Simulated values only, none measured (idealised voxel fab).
The process module presented herein is designated voxel self aligned contacts.
Section cut is 300 nm wide and gridded with 5 nm square cells.
Cross-section spec: square-cell grid; bands listed top down; each band is one or more rows.
A band entry consists of two parts. The first gives the height of the band's top and the height of its bottom, in nm. The rest lists the band's materials from left to right, each with its width in nm. A single material labelled with the word "everywhere" fills the band from edge to edge, and the word "empty" marks empty space.
The reference from which all heights are counted is 0, the level beneath which the as-received wafer is entirely one material; the lowest band, having no lower bound, proceeds downward and is written after the example "0..down".
The expression "30->40" gives the width at the extremes of the band, the first number at its top row of cells and the second at its bottom row, with the width changing by equal amounts from each row to the next in between.
Key: "changes: none" - step with no changed cell in the cross-section.
Each empty space that has no open way to the top and spans at least 8 cells appears under "Closed voids list" as width x height at distance, the distance counted from the left edge, all in nm.
Where a step's line continues beyond its settings, the continuation is a remark by the simulator itself on that step.
Among the settings permitted on a step's line is "overlay nm"; applied to a step with a mask, it specifies the extent to which the mask lay to the right of its planned position, whereas a negative figure signifies a position to the left.

plan
1,RECEIVE [material Si]
2,OXIDIZE [depth nm 5]
3,DIRECTIONAL_DEP [material polySi] [thk nm 25]
4,DIRECTIONAL_DEP [material SiN] [thk nm 25]
5,DIRECTIONAL_DEP [material aC] [thk nm 10]
6,PATTERN [tone cover] [mask id GATE] [material resist] [width nm 35] [pitch nm 80] [thk nm 25] [overlay nm 0]
7,DIRECTIONAL_ETCH [etch materials aC] [depth nm 10]
8,STRIP [etch materials resist]
9,DIRECTIONAL_ETCH [etch materials SiN] [depth nm 25]
10,DIRECTIONAL_ETCH [etch materials polySi] [depth nm 25]
11,STRIP [etch materials aC]
12,CONFORMAL_DEP [material SiN] [thk nm 10]
13,DIRECTIONAL_ETCH [etch materials SiN] [depth nm 10]
14,FILL_DEP [material SiO2] [thk nm 15]
15,CMP [height nm 60]
16,DIRECTIONAL_DEP [material aC] [thk nm 10]
17,PATTERN [tone open] [mask id CONTACT] [material resist] [width nm 65] [pitch nm 80] [thk nm 25] [overlay nm 0]
18,DIRECTIONAL_ETCH [etch materials aC] [depth nm 10]
19,STRIP [etch materials resist]
20,DIRECTIONAL_ETCH [etch materials SiO2] [depth nm 65]
21,STRIP [etch materials aC]
22,CONFORMAL_DEP [material TiN] [thk nm 5]
23,FILL_DEP [material Ru] [thk nm 10]
24,CMP [height nm 60]
25,CONFORMAL_DEP [material SiN] [thk nm 5]

Step 1 complete: cross-section of the wafer as received
    0..down  Si everywhere
    Closed voids list: none

The module was run from the start shown above using the plan shown above, but one mistake was made doing it; the resulting wafer cross-section is below
    65..60  aC everywhere
    60..50  75 of SiO2, then 5->25 of TiN, then 55->15 of Ru, then 5->25 of TiN, then 15 of SiO2, then 5->25 of TiN, then 55->15 of Ru, then 5->25 of TiN, then 80 of SiO2
    50..25  40 of SiO2, then 55 of SiN, then 5 of TiN, then 15 of Ru, then 5 of TiN, then 55 of SiN, then 5 of TiN, then 15 of Ru, then 5 of TiN, then 55 of SiN, then 45 of SiO2
    25..0  40 of SiO2, then 10 of SiN, then 35 of polySi, then 10 of SiN, then 5 of TiN, then 15 of Ru, then 5 of TiN, then 10 of SiN, then 35 of polySi, then 10 of SiN, then 5 of TiN, then 15 of Ru, then 5 of TiN, then 10 of SiN, then 35 of polySi, then 10 of SiN, then 45 of SiO2
    0..-5  95 of SiO2, then 25 of TiN, then 55 of SiO2, then 25 of TiN, then 100 of SiO2
    -5..down  Si everywhere
    Closed voids list: none
Want to know what went wrong? step 25 ran as: CONFORMAL_DEP [material aC] [thk nm 5]
